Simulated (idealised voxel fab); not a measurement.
The following is a process module called voxel self aligned vias.
Each square cell in cross-section cut measures 5 nm, and the section as a whole is 145 nm wide.
How to read a cross-section here: the picture is a grid of square cells, written as bands going from the top down, and any band can span one or more rows of cells.
The entry gives the band's vertical extent as a top height and a bottom height in nm, then its horizontal make-up as materials from left to right, each with a width in nm. "empty" stands for empty space; a single material marked "throughout" fills the band edge to edge.
A quick word on heights: they are counted from 0, and under that level the wafer as it came to us is one material throughout. The lowest band is different from the rest in having no bottom; it simply continues downward, written as in "0 -> down".
The width entry "30->40" should be interpreted row by row: the top row of cells in the band takes the first number, the bottom row takes the second number, and the change between adjacent rows is uniform throughout.
Step note "no alteration" = no cross-section cell changed.
"Enclosed cavity list": sealed empty spaces, 8 cells or more, no open way to top, listed width x height at distance, with distance from the left edge and width, height and distance in nm.
Where a step's line continues beyond its settings, the continuation is a remark by the simulator itself on that step.
For masked steps, "overlay nm" on the step line gives how far right of plan the mask actually lay; a minus sign means it lay to the left.
# Steps in the process plan
| 1 | RECEIVE, material Si |
| 2 | CONFORMAL_DEP, material SiO2, thk nm 15 |
| 3 | CONFORMAL_DEP, material SiCN, thk nm 5 |
| 4 | DIRECTIONAL_DEP, material lowk, thk nm 25 |
| 5 | MASKED_ETCH, tone open, mask id LINES, width nm 25, pitch nm 65, etch materials lowk, depth nm 25, overlay nm 0 |
| 6 | CONFORMAL_DEP, material TiN, thk nm 5 |
| 7 | FILL_DEP, material Ru, thk nm 5 |
| 8 | CMP, height nm 45 |
| 9 | SELECTIVE_ETCH, etch materials W Ru TiN, depth nm 10 |
| 10 | FILL_DEP, material SiN, thk nm 5 |
| 11 | CMP, height nm 45 |
| 12 | DIRECTIONAL_DEP, material lowk, thk nm 20 |
| 13 | DIRECTIONAL_DEP, material aC, thk nm 15 |
| 14 | PATTERN, tone open, mask id VIAS, material resist, width nm 45, thk nm 35, overlay nm 0 |
| 15 | DIRECTIONAL_ETCH, etch materials aC, depth nm 15 |
| 16 | STRIP, etch materials resist |
| 17 | DIRECTIONAL_ETCH, etch materials lowk, depth nm 10 |
| 18 | DIRECTIONAL_ETCH, etch materials SiN, depth nm 10 |
| 19 | STRIP, etch materials aC |
| 20 | CONFORMAL_DEP, material TiN, thk nm 5 |
| 21 | FILL_DEP, material W, thk nm 10 |
| 22 | CMP, height nm 65 |
| 23 | CONFORMAL_DEP, material SiN, thk nm 5 |
What sets these wafers apart? The depth nm at step 17. They all start alike, and the plan carries the first wafer's value.
# The first of several wafers as received, shown in cross-section; this is its state after step 1
- 0 -> down = Si throughout
- Enclosed cavity list: none
# What follows is a table in which each wafer occupies a row; for the wafer as it stands at the close of the module, the row states, material by material, how many cells have been gained (+) or lost (-) since receipt, and then gives its closed voids
depth nm 10, +12 Ru, +29 SiCN, +49 SiN, +87 SiO2, +29 TiN, +7 W, +193 lowk, Enclosed cavity list: none
depth nm 15, +12 Ru, +29 SiCN, +49 SiN, +87 SiO2, +31 TiN, +14 W, +184 lowk, Enclosed cavity list: none
depth nm 20, +12 Ru, +29 SiCN, +39 SiN, +87 SiO2, +37 TiN, +27 W, +175 lowk, Enclosed cavity list: none
depth nm 25, +12 Ru, +29 SiCN, +39 SiN, +87 SiO2, +37 TiN, +31 W, +171 lowk, Enclosed cavity list: none
depth nm 30, +12 Ru, +29 SiCN, +39 SiN, +87 SiO2, +37 TiN, +35 W, +167 lowk, Enclosed cavity list: none
depth nm 35, +12 Ru, +29 SiCN, +39 SiN, +87 SiO2, +41 TiN, +35 W, +163 lowk, Enclosed cavity list: none
